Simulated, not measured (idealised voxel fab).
process module | voxel lift off
cross-section cut | 230 nm wide | cells 5 nm
A cross-section is a grid of square cells, given in bands from the top down. A band is one or more rows of cells.
Each band's line starts with the height of the band's top and of its bottom, in nm. Then come its materials from left to right, each with its width in nm. One material with "throughout" fills the band from edge to edge. "air" is empty space.
Height 0 is the level under which the wafer as received is all one material. The lowest band goes on downwards, as in "0 down".
A width such as "30 to 40" changes by the same amount from each row of cells to the next, from the band's top row to its bottom row.
"no change" after a step means that no cell of the cross-section changed.
closed voids: empty space of 8 cells or more with no open way to the top, each as width x height at its distance from the left edge, in nm
after a step's settings: what the simulator itself notes on the step
overlay nm, on a step with a mask: how far to the right of its planned place the mask lay; to the left if negative
plan
1 op RECEIVE | material Si
2 op CONFORMAL_DEP | material SiN | thk nm 5
3 op PATTERN | tone open | mask id LINES | material resist | width nm 15 | pitch nm 30 | thk nm 30 | overlay nm 0
4 op DIRECTIONAL_DEP | material Ru | thk nm 15
5 op STRIP | etch materials resist
6 op CONFORMAL_DEP | material SiO2 | thk nm 5
first wafer, as planned
as received, after step 1
  0 down: Si throughout
  closed voids: none
after step 2
  5 to 0: SiN throughout
  below 0: unchanged
after step 3
  35 to 5: resist 90 | air 15 | resist 15 | air 15 | resist 95
  below 5: unchanged
after step 4
  50 to 35: Ru 90 | air 15 | Ru 15 | air 15 | Ru 95
  35 to 20: resist 90 | air 15 | resist 15 | air 15 | resist 95
  20 to 5: resist 90 | Ru 15 | resist 15 | Ru 15 | resist 95
  below 5: unchanged
after step 5
  20 to 5: air 90 | Ru 15 | air 15 | Ru 15 | air 95
  below 5: unchanged
after step 6
  25 to 20: air 85 | SiO2 25 | air 5 | SiO2 25 | air 90
  20 to 10: air 85 | SiO2 5 | Ru 15 | SiO2 5 | air 5 | SiO2 5 | Ru 15 | SiO2 5 | air 90
  10 to 5: SiO2 90 | Ru 15 | SiO2 15 | Ru 15 | SiO2 95
  below 5: unchanged
second wafer: like start, like plan, one mistake. Through step 3 it matches the first wafer
when step 4 should have ended
  50 to 35: SiN 90 | air 15 | SiN 15 | air 15 | SiN 95
  35 to 20: resist 90 | air 15 | resist 15 | air 15 | resist 95
  20 to 5: resist 90 | SiN 15 | resist 15 | SiN 15 | resist 95
  below 5: unchanged
when step 5 should have ended
  20 to 5: air 90 | SiN 15 | air 15 | SiN 15 | air 95
  below 5: unchanged
when step 6 should have ended
  25 to 20: air 85 | SiO2 25 | air 5 | SiO2 25 | air 90
  20 to 10: air 85 | SiO2 5 | SiN 15 | SiO2 5 | air 5 | SiO2 5 | SiN 15 | SiO2 5 | air 90
  10 to 5: SiO2 90 | SiN 15 | SiO2 15 | SiN 15 | SiO2 95
  below 5: unchanged
what went wrong: step 4 ran as: op DIRECTIONAL_DEP | material SiN | thk nm 15
at the end the second wafer has, in cells: 18 fewer of Ru | 18 more of SiN
